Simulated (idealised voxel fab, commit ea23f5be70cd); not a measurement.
This is a process module. Its name is voxel self aligned contacts.
Section shown: cut. Width: 250 nm. Cell size: 5 nm, square.
How to read a cross-section here: the picture is a grid of square cells, written as bands going from the top down, and any band can span one or more rows of cells. Band: top height; bottom height; in nm. Then, left to right: material with width in nm, for each material. "full width": a single material spanning edge to edge. "blank": empty space. Heights are reckoned from 0. Under this level, the received wafer is all of one material. The bottommost band is open-ended downward, for example "0 down". Width: "30..40" (first number = top row, second number = bottom row, same change from row to row of cells). Basically "changes: none" means that step didn't change any cell in the cross-section. "Enclosed void listing" enumerates empty spaces isolated from the top, with no open way to it, that contain at least 8 cells, giving each as width x height at distance from the left edge, all three in nm. Read whatever lies past the settings on a step's line as the simulator's own remark about the step. "overlay nm" on a masked step: distance the mask lay right of its planned place, negative for left.

## Process steps (planned)
| 1 | RECEIVE [material Si] |
| 2 | OXIDIZE [depth nm 5] |
| 3 | DIRECTIONAL_DEP [material polySi] [thk nm 30] |
| 4 | DIRECTIONAL_DEP [material SiN] [thk nm 15] |
| 5 | DIRECTIONAL_DEP [material aC] [thk nm 10] |
| 6 | PATTERN [tone cover] [mask id GATE] [material resist] [width nm 30] [pitch nm 55] [thk nm 25] [overlay nm 0] |
| 7 | DIRECTIONAL_ETCH [etch materials aC] [depth nm 10] |
| 8 | STRIP [etch materials resist] |
| 9 | DIRECTIONAL_ETCH [etch materials SiN] [depth nm 15] |
| 10 | DIRECTIONAL_ETCH [etch materials polySi] [depth nm 30] |
| 11 | STRIP [etch materials aC] |
| 12 | CONFORMAL_DEP [material SiN] [thk nm 5] |
| 13 | DIRECTIONAL_ETCH [etch materials SiN] [depth nm 5] |
| 14 | FILL_DEP [material SiO2] [thk nm 15] |
| 15 | CMP [height nm 55] |
| 16 | DIRECTIONAL_DEP [material aC] [thk nm 10] |
| 17 | PATTERN [tone open] [mask id CONTACT] [material resist] [width nm 35] [pitch nm 55] [thk nm 25] [overlay nm 0] |
| 18 | DIRECTIONAL_ETCH [etch materials aC] [depth nm 10] |
| 19 | STRIP [etch materials resist] |
| 20 | DIRECTIONAL_ETCH [etch materials SiO2] [depth nm 60] |
| 21 | STRIP [etch materials aC] |
| 22 | CONFORMAL_DEP [material TiN] [thk nm 5] |
| 23 | FILL_DEP [material W] [thk nm 10] |
| 24 | CMP [height nm 55] |
| 25 | CONFORMAL_DEP [material SiCN] [thk nm 5] |

## Step 1 complete: cross-section of the wafer as received
0 down | Si full width
Enclosed void listing: none

## Same starting wafer, same plan as above, one mistake in the execution; this is the cross-section at the end of the module
60 to 55 | SiCN full width
55 to 45 | 90 SiO2; 5 TiN; 25..5 W; 5..25 TiN; 20 SiO2; 5 TiN; 25..5 W; 5..25 TiN; 70 SiO2
45 to 30 | 50 SiO2; 40 SiN; 5 TiN; 5 W; 5 TiN; 40 SiN; 5 TiN; 5 W; 5 TiN; 40 SiN; 50 SiO2
30 to 0 | 50 SiO2; 5 SiN; 30 polySi; 5 SiN; 5 TiN; 5 W; 5 TiN; 5 SiN; 30 polySi; 5 SiN; 5 TiN; 5 W; 5 TiN; 5 SiN; 30 polySi; 5 SiN; 50 SiO2
0 to -5 | 90 SiO2; 15 TiN; 40 SiO2; 15 TiN; 90 SiO2
-5 down | Si full width
Enclosed void listing: none
Diagnosis: in deviation from the planned setting, step 17 was conducted as PATTERN [tone open] [mask id CONTACT] [material resist] [width nm 35] [pitch nm 55] [thk nm 25] [overlay nm 10]
